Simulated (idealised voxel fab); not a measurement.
process module | voxel ribs on slabs
cross-section cut | 285 nm wide | cells 5 nm
A cross-section is a grid of square cells, given in bands from the top down. A band is one or more rows of cells.
Each band's line starts with the height of the band's top and of its bottom, in nm. Then come its materials from left to right, each with its width in nm. One material with "throughout" fills the band from edge to edge. "air" is empty space.
Height 0 is the level under which the wafer as received is all one material. The lowest band goes on downwards, as in "0 down".
A width such as "30 to 40" changes by the same amount from each row of cells to the next, from the band's top row to its bottom row.
"no change" after a step means that no cell of the cross-section changed.
closed voids: empty space of 8 cells or more with no open way to the top, each as width x height at its distance from the left edge, in nm
after a step's settings: what the simulator itself notes on the step
overlay nm, on a step with a mask: how far to the right of its planned place the mask lay; to the left if negative
plan
1 op RECEIVE | material Si
2 op DIRECTIONAL_DEP | material SiO2 | thk nm 30
3 op DIRECTIONAL_DEP | material SiN | thk nm 20
4 op MASKED_ETCH | tone cover | mask id RIB | width nm 25 | etch materials SiN | depth nm 15 | overlay nm 0
5 op PATTERN | tone cover | mask id SLAB | material resist | width nm 65 | thk nm 15 | overlay nm 0
6 op DIRECTIONAL_ETCH | etch materials SiN | depth nm 5
7 op STRIP | etch materials resist
8 op FILL_DEP | material SiO2 | thk nm 25
9 op CMP | height nm 70
10 op DIRECTIONAL_DEP | material TiN | thk nm 10
11 op DIRECTIONAL_DEP | material aC | thk nm 15
12 op PATTERN | tone cover | mask id HEATER | material resist | width nm 35 | thk nm 35 | overlay nm 0
13 op DIRECTIONAL_ETCH | etch materials aC | depth nm 15
14 op STRIP | etch materials resist
15 op DIRECTIONAL_ETCH | etch materials TiN | depth nm 10
16 op STRIP | etch materials aC
17 op CONFORMAL_DEP | material SiO2 | thk nm 5
first wafer, as planned
as received, after step 1
  0 down: Si throughout
  closed voids: none
after step 2
  30 to 0: SiO2 throughout
  below 0: unchanged
after step 3
  50 to 30: SiN throughout
  below 30: unchanged
after step 4
  50 to 35: air 130 | SiN 25 | air 130
  below 35: unchanged
after step 5
  65 to 50: air 110 | resist 65 | air 110
  50 to 35: air 110 | resist 20 | SiN 25 | resist 20 | air 110
  below 35: unchanged
after step 6
  65 to 50: air 110 | resist 65 | air 110
  50 to 35: air 110 | resist 20 | SiN 25 | resist 20 | air 110
  35 to 30: air 110 | SiN 65 | air 110
  below 30: unchanged
after step 7
  50 to 35: air 130 | SiN 25 | air 130
  below 35: unchanged
after step 8
  75 to 50: SiO2 throughout
  50 to 35: SiO2 130 | SiN 25 | SiO2 130
  35 to 30: SiO2 110 | SiN 65 | SiO2 110
  below 30: unchanged
after step 9
  70 to 50: SiO2 throughout
  below 50: unchanged
after step 10
  80 to 70: TiN throughout
  below 70: unchanged
after step 11
  95 to 80: aC throughout
  below 80: unchanged
after step 12
  130 to 95: air 125 | resist 35 | air 125
  below 95: unchanged
after step 13
  115 to 95: air 125 | resist 35 | air 125
  95 to 80: air 125 | aC 35 | air 125
  below 80: unchanged
after step 14
  95 to 80: air 125 | aC 35 | air 125
  below 80: unchanged
after step 15
  95 to 80: air 125 | aC 35 | air 125
  80 to 70: air 125 | TiN 35 | air 125
  below 70: unchanged
after step 16
  80 to 70: air 125 | TiN 35 | air 125
  below 70: unchanged
after step 17
  85 to 80: air 120 | SiO2 45 | air 120
  80 to 75: air 120 | SiO2 5 | TiN 35 | SiO2 5 | air 120
  75 to 70: SiO2 125 | TiN 35 | SiO2 125
  below 70: unchanged
second wafer: like start, like plan, one mistake. Through step 3 it matches the first wafer
when step 4 should have ended
  50 to 35: air 140 | SiN 25 | air 120
  below 35: unchanged
when step 5 should have ended
  65 to 50: air 110 | resist 65 | air 110
  50 to 35: air 110 | resist 30 | SiN 25 | resist 10 | air 110
  below 35: unchanged
when step 6 should have ended
  65 to 50: air 110 | resist 65 | air 110
  50 to 35: air 110 | resist 30 | SiN 25 | resist 10 | air 110
  35 to 30: air 110 | SiN 65 | air 110
  below 30: unchanged
when step 7 should have ended
  50 to 35: air 140 | SiN 25 | air 120
  below 35: unchanged
when step 8 should have ended
  75 to 50: SiO2 throughout
  50 to 35: SiO2 140 | SiN 25 | SiO2 120
  35 to 30: SiO2 110 | SiN 65 | SiO2 110
  below 30: unchanged
when step 9 should have ended
  70 to 50: SiO2 throughout
  below 50: unchanged
when step 10 should have ended
  80 to 70: TiN throughout
  below 70: unchanged
when step 11 should have ended
  95 to 80: aC throughout
  below 80: unchanged
when step 12 should have ended
  130 to 95: air 125 | resist 35 | air 125
  below 95: unchanged
when step 13 should have ended
  115 to 95: air 125 | resist 35 | air 125
  95 to 80: air 125 | aC 35 | air 125
  below 80: unchanged
when step 14 should have ended
  95 to 80: air 125 | aC 35 | air 125
  below 80: unchanged
when step 15 should have ended
  95 to 80: air 125 | aC 35 | air 125
  80 to 70: air 125 | TiN 35 | air 125
  below 70: unchanged
when step 16 should have ended
  80 to 70: air 125 | TiN 35 | air 125
  below 70: unchanged
when step 17 should have ended
  85 to 80: air 120 | SiO2 45 | air 120
  80 to 75: air 120 | SiO2 5 | TiN 35 | SiO2 5 | air 120
  75 to 70: SiO2 125 | TiN 35 | SiO2 125
  below 70: unchanged
what went wrong: step 4 ran as: op MASKED_ETCH | tone cover | mask id RIB | width nm 25 | etch materials SiN | depth nm 15 | overlay nm 10
at the end the second wafer has, in cells: as many of each material as the first, in other places
